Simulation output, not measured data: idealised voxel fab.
voxel released beams: a process module
The width of the displayed cross-section, cut, is 220 nm; its cells are square, with a size of 5 nm.
Each cross-section below is a grid of square cells, stated as bands in top-down order, with one or more rows of cells making up each band.
In this notation a band is specified by the heights of its top and bottom, in that order and in nm, after which its materials appear from left to right, each paired with its width in nm. The word "all across" attached to a single material means that material fills the band from edge to edge; the word "empty" stands for empty space.
The level at which height equals 0 is the one under which the wafer, as it arrives, is entirely one material. No lower edge exists for the bottom band, which continues downward and is notated as in "0..down".
Graded width ("30 to 40"): value in top row of band = first number; value in bottom row = second number; row-to-row change constant.
You'll sometimes find "remained unchanged" written for a step, and that's the way of saying that nowhere in the cross-section did a cell change during that step.
Empty spaces counting at least 8 cells and having no open way to the top are listed in "Closed-off voids". The notation width x height at distance is used for each, the distance being from the left edge and all three values in nm.
Formally, on a step line, whatever follows the settings is a remark that the simulator itself makes on the step.
"overlay nm" answers the question of how far to the right of plan the mask lay on a step that has a mask, and when it is negative the answer is to the left.
Steps planned for the process:
step 1: RECEIVE | material Si
step 2: CONFORMAL_DEP | material SiN | thk nm 10
step 3: DIRECTIONAL_DEP | material SiO2 | thk nm 15
step 4: MASKED_ETCH | tone open | mask id ANCHOR | width nm 45 | etch materials SiO2 | depth nm 15 | overlay nm 0
step 5: CONFORMAL_DEP | material TiN | thk nm 15
step 6: PATTERN | tone cover | mask id BEAM | material resist | width nm 130 | thk nm 20 | overlay nm 0
step 7: DIRECTIONAL_ETCH | etch materials TiN | depth nm 15
step 8: STRIP | etch materials resist
step 9: STRIP | etch materials SiO2
The first of the two wafers, which ran as planned:
Shown in cross-section is the wafer as received, that is, as it stands after step 1:
* 0..down  Si all across
* Closed-off voids: none
Wafer xsec, post step 2:
* 10..0  SiN all across
* No changes below 0.
Wafer xsec, post step 3:
* 25..10  SiO2 all across
* No changes below 10.
Wafer xsec, post step 4:
* 25..10  SiO2=45 | empty=45 | SiO2=130
* No changes below 10.
Wafer xsec, post step 5:
* 40..25  TiN=60 | empty=15 | TiN=145
* 25..10  SiO2=45 | TiN=45 | SiO2=130
* No changes below 10.
Wafer xsec, post step 6:
* 60..40  empty=40 | resist=130 | empty=50
* 40..25  TiN=60 | resist=15 | TiN=145
* No changes below 25.
Wafer xsec, post step 7:
* 60..40  empty=40 | resist=130 | empty=50
* 40..25  empty=40 | TiN=20 | resist=15 | TiN=95 | empty=50
* No changes below 25.
Wafer xsec, post step 8:
* 40..25  empty=40 | TiN=20 | empty=15 | TiN=95 | empty=50
* No changes below 25.
Wafer xsec, post step 9:
* 40..25  empty=40 | TiN=20 | empty=15 | TiN=95 | empty=50
* 25..10  empty=45 | TiN=45 | empty=130
* No changes below 10.
Okay, second wafer. Nothing different at the start, nothing different in the plan, just one mistake somewhere in the running. As far as step 1, counting that step, it's the first wafer all over again:
Cross-section, second wafer, at the end time the plan gives for step 2:
* 5..0  SiN all across
* No changes below 0.
Cross-section, second wafer, at the end time the plan gives for step 3:
* 20..5  SiO2 all across
* No changes below 5.
Cross-section, second wafer, at the end time the plan gives for step 4:
* 20..5  SiO2=45 | empty=45 | SiO2=130
* No changes below 5.
Cross-section, second wafer, at the end time the plan gives for step 5:
* 35..20  TiN=60 | empty=15 | TiN=145
* 20..5  SiO2=45 | TiN=45 | SiO2=130
* No changes below 5.
Cross-section, second wafer, at the end time the plan gives for step 6:
* 55..35  empty=40 | resist=130 | empty=50
* 35..20  TiN=60 | resist=15 | TiN=145
* No changes below 20.
Cross-section, second wafer, at the end time the plan gives for step 7:
* 55..35  empty=40 | resist=130 | empty=50
* 35..20  empty=40 | TiN=20 | resist=15 | TiN=95 | empty=50
* No changes below 20.
Cross-section, second wafer, at the end time the plan gives for step 8:
* 35..20  empty=40 | TiN=20 | empty=15 | TiN=95 | empty=50
* No changes below 20.
Cross-section, second wafer, at the end time the plan gives for step 9:
* 35..20  empty=40 | TiN=20 | empty=15 | TiN=95 | empty=50
* 20..5  empty=45 | TiN=45 | empty=130
* No changes below 5.
Here's what went sideways: step 2 changed vs plan, executed as CONFORMAL_DEP | material SiN | thk nm 5
Wafer comparison, final, in cells, second relative to first, materials more or fewer: 44 fewer of SiN
